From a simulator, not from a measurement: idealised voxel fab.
You're looking at the process module voxel self aligned vias.
Square cells of 5 nm make up the cross-section cut, whose width is 175 nm.
For the purposes of this document, a cross-section shall be understood as a grid of square cells, specified as bands listed in top-to-bottom order, each band consisting of one or more rows of cells.
Band: top and bottom heights (nm) first, top before bottom; then materials from left to right, widths in nm. "all across" marks a sole material filling the band edge to edge. "blank" denotes empty space.
Heads up on the height convention: 0 is the point under which the incoming wafer is all one material, and the lowest band has no bottom, it just keeps going down, like "from 0 down".
Quick explanation for "30->40": the width changes in equal steps down the rows of cells, from the first number in the band's top row to the second number in its bottom row.
When a step is marked "no change", none of the cells in the cross-section changed during that step.
Heads up: "Entrapped voids" only lists the empty pockets with no open path to the top that are 8 cells or more, and it writes them as width x height at distance, distance from the left edge, in nm.
Note: text after step settings on the step line = simulator remark on that step.
The line of a step may include "overlay nm". On a step with a mask, this value is how far to the right of its planned place the mask lay. A negative value means the mask lay to the left.
**These are the steps we planned for the process**
| 1 | RECEIVE, material Si |
| 2 | CONFORMAL_DEP, material SiO2, thk nm 15 |
| 3 | CONFORMAL_DEP, material SiCN, thk nm 5 |
| 4 | DIRECTIONAL_DEP, material lowk, thk nm 20 |
| 5 | PATTERN, tone open, mask id LINES, material resist, width nm 20, pitch nm 70, thk nm 15, overlay nm 0 |
| 6 | DIRECTIONAL_ETCH, etch materials lowk, depth nm 20 |
| 7 | STRIP, etch materials resist |
| 8 | CONFORMAL_DEP, material TiN, thk nm 5 |
| 9 | FILL_DEP, material Ru, thk nm 10 |
| 10 | CMP, height nm 40 |
| 11 | SELECTIVE_ETCH, etch materials W Ru TiN, depth nm 5 |
| 12 | FILL_DEP, material SiN, thk nm 10 |
| 13 | CMP, height nm 40 |
| 14 | DIRECTIONAL_DEP, material lowk, thk nm 20 |
| 15 | PATTERN, tone open, mask id VIAS, material resist, width nm 40, thk nm 20, overlay nm 0 |
| 16 | DIRECTIONAL_ETCH, etch materials lowk, depth nm 20 |
| 17 | DIRECTIONAL_ETCH, etch materials SiN, depth nm 5 |
| 18 | STRIP, etch materials resist |
| 19 | CONFORMAL_DEP, material TiN, thk nm 5 |
| 20 | FILL_DEP, material W, thk nm 5 |
| 21 | CMP, height nm 60 |
| 22 | CONFORMAL_DEP, material SiCN, thk nm 5 |
**The following pertains to the first of two wafers, which was processed as planned**
**Step 1 complete: cross-section of the wafer as received**
	from 0 down = Si all across
	Entrapped voids: none
**Cross-section through the wafer, step 2 finished**
	from 15 to 0 = SiO2 all across
	At heights below 0, the structure remains unaltered.
**Cross-section through the wafer, step 3 finished**
	from 20 to 15 = SiCN all across
	At heights below 15, the structure remains unaltered.
**Cross-section through the wafer, step 4 finished**
	from 40 to 20 = lowk all across
	At heights below 20, the structure remains unaltered.
**Cross-section through the wafer, step 5 finished**
	from 55 to 40 = 40 nm resist, then 20 nm blank, then 50 nm resist, then 20 nm blank, then 45 nm resist
	At heights below 40, the structure remains unaltered.
**Cross-section through the wafer, step 6 finished**
	from 55 to 40 = 40 nm resist, then 20 nm blank, then 50 nm resist, then 20 nm blank, then 45 nm resist
	from 40 to 20 = 40 nm lowk, then 20 nm blank, then 50 nm lowk, then 20 nm blank, then 45 nm lowk
	At heights below 20, the structure remains unaltered.
**Cross-section through the wafer, step 7 finished**
	from 40 to 20 = 40 nm lowk, then 20 nm blank, then 50 nm lowk, then 20 nm blank, then 45 nm lowk
	At heights below 20, the structure remains unaltered.
**Cross-section through the wafer, step 8 finished**
	from 45 to 40 = 45 nm TiN, then 10 nm blank, then 60 nm TiN, then 10 nm blank, then 50 nm TiN
	from 40 to 25 = 40 nm lowk, then 5 nm TiN, then 10 nm blank, then 5 nm TiN, then 50 nm lowk, then 5 nm TiN, then 10 nm blank, then 5 nm TiN, then 45 nm lowk
	from 25 to 20 = 40 nm lowk, then 20 nm TiN, then 50 nm lowk, then 20 nm TiN, then 45 nm lowk
	At heights below 20, the structure remains unaltered.
**Cross-section through the wafer, step 9 finished**
	from 55 to 45 = Ru all across
	from 45 to 40 = 45 nm TiN, then 10 nm Ru, then 60 nm TiN, then 10 nm Ru, then 50 nm TiN
	from 40 to 25 = 40 nm lowk, then 5 nm TiN, then 10 nm Ru, then 5 nm TiN, then 50 nm lowk, then 5 nm TiN, then 10 nm Ru, then 5 nm TiN, then 45 nm lowk
	At heights below 25, the structure remains unaltered.
**Cross-section through the wafer, step 10 finished**
	from 40 to 25 = 40 nm lowk, then 5 nm TiN, then 10 nm Ru, then 5 nm TiN, then 50 nm lowk, then 5 nm TiN, then 10 nm Ru, then 5 nm TiN, then 45 nm lowk
	At heights below 25, the structure remains unaltered.
**Cross-section through the wafer, step 11 finished**
	from 40 to 35 = 40 nm lowk, then 20 nm blank, then 50 nm lowk, then 20 nm blank, then 45 nm lowk
	At heights below 35, the structure remains unaltered.
**Cross-section through the wafer, step 12 finished**
	from 50 to 40 = SiN all across
	from 40 to 35 = 40 nm lowk, then 20 nm SiN, then 50 nm lowk, then 20 nm SiN, then 45 nm lowk
	At heights below 35, the structure remains unaltered.
**Cross-section through the wafer, step 13 finished**
	from 40 to 35 = 40 nm lowk, then 20 nm SiN, then 50 nm lowk, then 20 nm SiN, then 45 nm lowk
	At heights below 35, the structure remains unaltered.
**Cross-section through the wafer, step 14 finished**
	from 60 to 40 = lowk all across
	At heights below 40, the structure remains unaltered.
**Cross-section through the wafer, step 15 finished**
	from 80 to 60 = 30 nm resist, then 40 nm blank, then 105 nm resist
	At heights below 60, the structure remains unaltered.
**Cross-section through the wafer, step 16 finished**
	from 80 to 60 = 30 nm resist, then 40 nm blank, then 105 nm resist
	from 60 to 40 = 30 nm lowk, then 40 nm blank, then 105 nm lowk
	At heights below 40, the structure remains unaltered.
**Cross-section through the wafer, step 17 finished**
	from 80 to 60 = 30 nm resist, then 40 nm blank, then 105 nm resist
	from 60 to 40 = 30 nm lowk, then 40 nm blank, then 105 nm lowk
	from 40 to 35 = 40 nm lowk, then 20 nm blank, then 50 nm lowk, then 20 nm SiN, then 45 nm lowk
	At heights below 35, the structure remains unaltered.
**Cross-section through the wafer, step 18 finished**
	from 60 to 40 = 30 nm lowk, then 40 nm blank, then 105 nm lowk
	At heights below 40, the structure remains unaltered.
**Cross-section through the wafer, step 19 finished**
	from 65 to 60 = 35 nm TiN, then 30 nm blank, then 110 nm TiN
	from 60 to 45 = 30 nm lowk, then 5 nm TiN, then 30 nm blank, then 5 nm TiN, then 105 nm lowk
	from 45 to 40 = 30 nm lowk, then 15 nm TiN, then 10 nm blank, then 15 nm TiN, then 105 nm lowk
	from 40 to 35 = 40 nm lowk, then 20 nm TiN, then 50 nm lowk, then 20 nm SiN, then 45 nm lowk
	At heights below 35, the structure remains unaltered.
**Cross-section through the wafer, step 20 finished**
	from 70 to 65 = W all across
	from 65 to 60 = 35 nm TiN, then 30 nm W, then 110 nm TiN
	from 60 to 45 = 30 nm lowk, then 5 nm TiN, then 30 nm W, then 5 nm TiN, then 105 nm lowk
	from 45 to 40 = 30 nm lowk, then 15 nm TiN, then 10 nm W, then 15 nm TiN, then 105 nm lowk
	At heights below 40, the structure remains unaltered.
**Cross-section through the wafer, step 21 finished**
	from 60 to 45 = 30 nm lowk, then 5 nm TiN, then 30 nm W, then 5 nm TiN, then 105 nm lowk
	At heights below 45, the structure remains unaltered.
**Cross-section through the wafer, step 22 finished**
	from 65 to 60 = SiCN all across
	At heights below 60, the structure remains unaltered.
**What follows concerns the second wafer, which started out like the first and was meant to follow the very same plan; one mistake crept in when it was run, but everything up to and including step 1 is the same as for the first wafer**
**Cross-section of the second wafer at the time step 2 of the plan should have ended**
	from 25 to 0 = SiO2 all across
	At heights below 0, the structure remains unaltered.
**Cross-section of the second wafer at the time step 3 of the plan should have ended**
	from 30 to 25 = SiCN all across
	At heights below 25, the structure remains unaltered.
**Cross-section of the second wafer at the time step 4 of the plan should have ended**
	from 50 to 30 = lowk all across
	At heights below 30, the structure remains unaltered.
**Cross-section of the second wafer at the time step 5 of the plan should have ended**
	from 65 to 50 = 40 nm resist, then 20 nm blank, then 50 nm resist, then 20 nm blank, then 45 nm resist
	At heights below 50, the structure remains unaltered.
**Cross-section of the second wafer at the time step 6 of the plan should have ended**
	from 65 to 50 = 40 nm resist, then 20 nm blank, then 50 nm resist, then 20 nm blank, then 45 nm resist
	from 50 to 30 = 40 nm lowk, then 20 nm blank, then 50 nm lowk, then 20 nm blank, then 45 nm lowk
	At heights below 30, the structure remains unaltered.
**Cross-section of the second wafer at the time step 7 of the plan should have ended**
	from 50 to 30 = 40 nm lowk, then 20 nm blank, then 50 nm lowk, then 20 nm blank, then 45 nm lowk
	At heights below 30, the structure remains unaltered.
**Cross-section of the second wafer at the time step 8 of the plan should have ended**
	from 55 to 50 = 45 nm TiN, then 10 nm blank, then 60 nm TiN, then 10 nm blank, then 50 nm TiN
	from 50 to 35 = 40 nm lowk, then 5 nm TiN, then 10 nm blank, then 5 nm TiN, then 50 nm lowk, then 5 nm TiN, then 10 nm blank, then 5 nm TiN, then 45 nm lowk
	from 35 to 30 = 40 nm lowk, then 20 nm TiN, then 50 nm lowk, then 20 nm TiN, then 45 nm lowk
	At heights below 30, the structure remains unaltered.
**Cross-section of the second wafer at the time step 9 of the plan should have ended**
	from 65 to 55 = Ru all across
	from 55 to 50 = 45 nm TiN, then 10 nm Ru, then 60 nm TiN, then 10 nm Ru, then 50 nm TiN
	from 50 to 35 = 40 nm lowk, then 5 nm TiN, then 10 nm Ru, then 5 nm TiN, then 50 nm lowk, then 5 nm TiN, then 10 nm Ru, then 5 nm TiN, then 45 nm lowk
	At heights below 35, the structure remains unaltered.
**Cross-section of the second wafer at the time step 10 of the plan should have ended**
	from 40 to 35 = 40 nm lowk, then 5 nm TiN, then 10 nm Ru, then 5 nm TiN, then 50 nm lowk, then 5 nm TiN, then 10 nm Ru, then 5 nm TiN, then 45 nm lowk
	At heights below 35, the structure remains unaltered.
**Cross-section of the second wafer at the time step 11 of the plan should have ended**
	from 40 to 35 = 40 nm lowk, then 20 nm blank, then 50 nm lowk, then 20 nm blank, then 45 nm lowk
	At heights below 35, the structure remains unaltered.
**Cross-section of the second wafer at the time step 12 of the plan should have ended**
	from 50 to 40 = SiN all across
	from 40 to 35 = 40 nm lowk, then 20 nm SiN, then 50 nm lowk, then 20 nm SiN, then 45 nm lowk
	At heights below 35, the structure remains unaltered.
**Cross-section of the second wafer at the time step 13 of the plan should have ended**
	from 40 to 35 = 40 nm lowk, then 20 nm SiN, then 50 nm lowk, then 20 nm SiN, then 45 nm lowk
	At heights below 35, the structure remains unaltered.
**Cross-section of the second wafer at the time step 14 of the plan should have ended**
	from 60 to 40 = lowk all across
	At heights below 40, the structure remains unaltered.
**Cross-section of the second wafer at the time step 15 of the plan should have ended**
	from 80 to 60 = 30 nm resist, then 40 nm blank, then 105 nm resist
	At heights below 60, the structure remains unaltered.
**Cross-section of the second wafer at the time step 16 of the plan should have ended**
	from 80 to 60 = 30 nm resist, then 40 nm blank, then 105 nm resist
	from 60 to 40 = 30 nm lowk, then 40 nm blank, then 105 nm lowk
	At heights below 40, the structure remains unaltered.
**Cross-section of the second wafer at the time step 17 of the plan should have ended**
	from 80 to 60 = 30 nm resist, then 40 nm blank, then 105 nm resist
	from 60 to 40 = 30 nm lowk, then 40 nm blank, then 105 nm lowk
	from 40 to 35 = 40 nm lowk, then 20 nm blank, then 50 nm lowk, then 20 nm SiN, then 45 nm lowk
	At heights below 35, the structure remains unaltered.
**Cross-section of the second wafer at the time step 18 of the plan should have ended**
	from 60 to 40 = 30 nm lowk, then 40 nm blank, then 105 nm lowk
	At heights below 40, the structure remains unaltered.
**Cross-section of the second wafer at the time step 19 of the plan should have ended**
	from 65 to 60 = 35 nm TiN, then 30 nm blank, then 110 nm TiN
	from 60 to 45 = 30 nm lowk, then 5 nm TiN, then 30 nm blank, then 5 nm TiN, then 105 nm lowk
	from 45 to 40 = 30 nm lowk, then 15 nm TiN, then 10 nm blank, then 15 nm TiN, then 105 nm lowk
	from 40 to 35 = 40 nm lowk, then 20 nm TiN, then 50 nm lowk, then 20 nm SiN, then 45 nm lowk
	At heights below 35, the structure remains unaltered.
**Cross-section of the second wafer at the time step 20 of the plan should have ended**
	from 70 to 65 = W all across
	from 65 to 60 = 35 nm TiN, then 30 nm W, then 110 nm TiN
	from 60 to 45 = 30 nm lowk, then 5 nm TiN, then 30 nm W, then 5 nm TiN, then 105 nm lowk
	from 45 to 40 = 30 nm lowk, then 15 nm TiN, then 10 nm W, then 15 nm TiN, then 105 nm lowk
	At heights below 40, the structure remains unaltered.
**Cross-section of the second wafer at the time step 21 of the plan should have ended**
	from 60 to 45 = 30 nm lowk, then 5 nm TiN, then 30 nm W, then 5 nm TiN, then 105 nm lowk
	At heights below 45, the structure remains unaltered.
**Cross-section of the second wafer at the time step 22 of the plan should have ended**
	from 65 to 60 = SiCN all across
	At heights below 60, the structure remains unaltered.
Deviation from plan: step 2 deviated from plan and actually ran as CONFORMAL_DEP, material SiO2, thk nm 25
Final comparison by cell count, materials where the second wafer has more or fewer than the first: 8 fewer of Ru, 70 more of SiO2, 8 fewer of TiN, 54 fewer of lowk
